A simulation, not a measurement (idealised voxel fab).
Process module in this document: voxel tone inversion
Displayed cross-section: cut, width of 180 nm, square cells sized 5 nm.
Cross-section = grid of square cells, listed top down in bands; band = one or more rows.
Heights first: top, then bottom, in nm. Then materials, left to right, each with a width in nm. "all across" on a single material: fills the band edge to edge. "blank": empty space.
Heights from 0 (as-received wafer is one material below). Bottom band endless downward, as "0 nm and below".
A two-number width, for instance "30 to 40", indicates that the width is equal to the first number in the top row of the band and to the second number in the bottom row, and that it changes by a constant amount per row of cells.
The designation "nothing changed", where it is given for a processing step, indicates that no cell of the cross-section was altered in the course of that step.
You'll see "Listed closed voids" listing empty spaces that have no way open to the top, as long as they're 8 cells or more; the notation is width x height at distance, where the distance is from the left edge, and all of it is in nm.
Whatever follows a step's settings on its line is a remark the simulator itself makes about that step.
You can add "overlay nm" to a step's line. For a step with a mask, it describes how far the mask lay to the right of its planned position, and a negative number describes a lay to the left.

# Intended process steps
1. RECEIVE: material Si
2. CONFORMAL_DEP: material SiCN, thk nm 10
3. DIRECTIONAL_DEP: material polySi, thk nm 25
4. PATTERN: tone cover, mask id POSTS, material resist, width nm 15, pitch nm 35, thk nm 30, overlay nm 0
5. DIRECTIONAL_ETCH: etch materials polySi, depth nm 25
6. STRIP: etch materials resist
7. FILL_DEP: material SiO2, thk nm 5
8. CMP: height nm 35
9. STRIP: etch materials polySi
10. CONFORMAL_DEP: material TiN, thk nm 5
11. FILL_DEP: material W, thk nm 10
12. CMP: height nm 35
13. CONFORMAL_DEP: material SiCN, thk nm 5

# What follows covers the first of two wafers; it ran as planned

# Wafer at receipt (post step 1), cross-section
- 0 nm and below | Si all across
- Listed closed voids: none

# Wafer after step 2 (cross-section)
- 10 nm to 0 nm | SiCN all across
- Lower than 0, everything is as it was.

# Wafer after step 3 (cross-section)
- 35 nm to 10 nm | polySi all across
- Lower than 10, everything is as it was.

# Wafer after step 4 (cross-section)
- 65 nm to 35 nm | 65 blank / 15 resist / 20 blank / 15 resist / 65 blank
- Lower than 35, everything is as it was.

# Wafer after step 5 (cross-section)
- 65 nm to 35 nm | 65 blank / 15 resist / 20 blank / 15 resist / 65 blank
- 35 nm to 10 nm | 65 blank / 15 polySi / 20 blank / 15 polySi / 65 blank
- Lower than 10, everything is as it was.

# Wafer after step 6 (cross-section)
- 35 nm to 10 nm | 65 blank / 15 polySi / 20 blank / 15 polySi / 65 blank
- Lower than 10, everything is as it was.

# Wafer after step 7 (cross-section)
- 40 nm to 35 nm | SiO2 all across
- 35 nm to 10 nm | 65 SiO2 / 15 polySi / 20 SiO2 / 15 polySi / 65 SiO2
- Lower than 10, everything is as it was.

# Wafer after step 8 (cross-section)
- 35 nm to 10 nm | 65 SiO2 / 15 polySi / 20 SiO2 / 15 polySi / 65 SiO2
- Lower than 10, everything is as it was.

# Wafer after step 9 (cross-section)
- 35 nm to 10 nm | 65 SiO2 / 15 blank / 20 SiO2 / 15 blank / 65 SiO2
- Lower than 10, everything is as it was.

# Wafer after step 10 (cross-section)
- 40 nm to 35 nm | 70 TiN / 5 blank / 30 TiN / 5 blank / 70 TiN
- 35 nm to 15 nm | 65 SiO2 / 5 TiN / 5 blank / 5 TiN / 20 SiO2 / 5 TiN / 5 blank / 5 TiN / 65 SiO2
- 15 nm to 10 nm | 65 SiO2 / 15 TiN / 20 SiO2 / 15 TiN / 65 SiO2
- Lower than 10, everything is as it was.

# Wafer after step 11 (cross-section)
- 50 nm to 40 nm | W all across
- 40 nm to 35 nm | 70 TiN / 5 W / 30 TiN / 5 W / 70 TiN
- 35 nm to 15 nm | 65 SiO2 / 5 TiN / 5 W / 5 TiN / 20 SiO2 / 5 TiN / 5 W / 5 TiN / 65 SiO2
- Lower than 15, everything is as it was.

# Wafer after step 12 (cross-section)
- 35 nm to 15 nm | 65 SiO2 / 5 TiN / 5 W / 5 TiN / 20 SiO2 / 5 TiN / 5 W / 5 TiN / 65 SiO2
- Lower than 15, everything is as it was.

# Wafer after step 13 (cross-section)
- 40 nm to 35 nm | SiCN all across
- Lower than 35, everything is as it was.

# Wafer two of two - same starting point, same process plan, one mistake in execution; matches wafer one up to and including step 3

# Second wafer, sectioned view, at step 4's planned end time
- 65 nm to 35 nm | 70 blank / 15 resist / 20 blank / 15 resist / 60 blank
- Lower than 35, everything is as it was.

# Second wafer, sectioned view, at step 5's planned end time
- 65 nm to 35 nm | 70 blank / 15 resist / 20 blank / 15 resist / 60 blank
- 35 nm to 10 nm | 70 blank / 15 polySi / 20 blank / 15 polySi / 60 blank
- Lower than 10, everything is as it was.

# Second wafer, sectioned view, at step 6's planned end time
- 35 nm to 10 nm | 70 blank / 15 polySi / 20 blank / 15 polySi / 60 blank
- Lower than 10, everything is as it was.

# Second wafer, sectioned view, at step 7's planned end time
- 40 nm to 35 nm | SiO2 all across
- 35 nm to 10 nm | 70 SiO2 / 15 polySi / 20 SiO2 / 15 polySi / 60 SiO2
- Lower than 10, everything is as it was.

# Second wafer, sectioned view, at step 8's planned end time
- 35 nm to 10 nm | 70 SiO2 / 15 polySi / 20 SiO2 / 15 polySi / 60 SiO2
- Lower than 10, everything is as it was.

# Second wafer, sectioned view, at step 9's planned end time
- 35 nm to 10 nm | 70 SiO2 / 15 blank / 20 SiO2 / 15 blank / 60 SiO2
- Lower than 10, everything is as it was.

# Second wafer, sectioned view, at step 10's planned end time
- 40 nm to 35 nm | 75 TiN / 5 blank / 30 TiN / 5 blank / 65 TiN
- 35 nm to 15 nm | 70 SiO2 / 5 TiN / 5 blank / 5 TiN / 20 SiO2 / 5 TiN / 5 blank / 5 TiN / 60 SiO2
- 15 nm to 10 nm | 70 SiO2 / 15 TiN / 20 SiO2 / 15 TiN / 60 SiO2
- Lower than 10, everything is as it was.

# Second wafer, sectioned view, at step 11's planned end time
- 50 nm to 40 nm | W all across
- 40 nm to 35 nm | 75 TiN / 5 W / 30 TiN / 5 W / 65 TiN
- 35 nm to 15 nm | 70 SiO2 / 5 TiN / 5 W / 5 TiN / 20 SiO2 / 5 TiN / 5 W / 5 TiN / 60 SiO2
- Lower than 15, everything is as it was.

# Second wafer, sectioned view, at step 12's planned end time
- 35 nm to 15 nm | 70 SiO2 / 5 TiN / 5 W / 5 TiN / 20 SiO2 / 5 TiN / 5 W / 5 TiN / 60 SiO2
- Lower than 15, everything is as it was.

# Second wafer, sectioned view, at step 13's planned end time
- 40 nm to 35 nm | SiCN all across
- Lower than 35, everything is as it was.
Here's what went sideways: step 4: run off-plan, actual operation and settings PATTERN: tone cover, mask id POSTS, material resist, width nm 15, pitch nm 35, thk nm 30, overlay nm 5
Both wafers, final: cells per material equal; arrangement not.
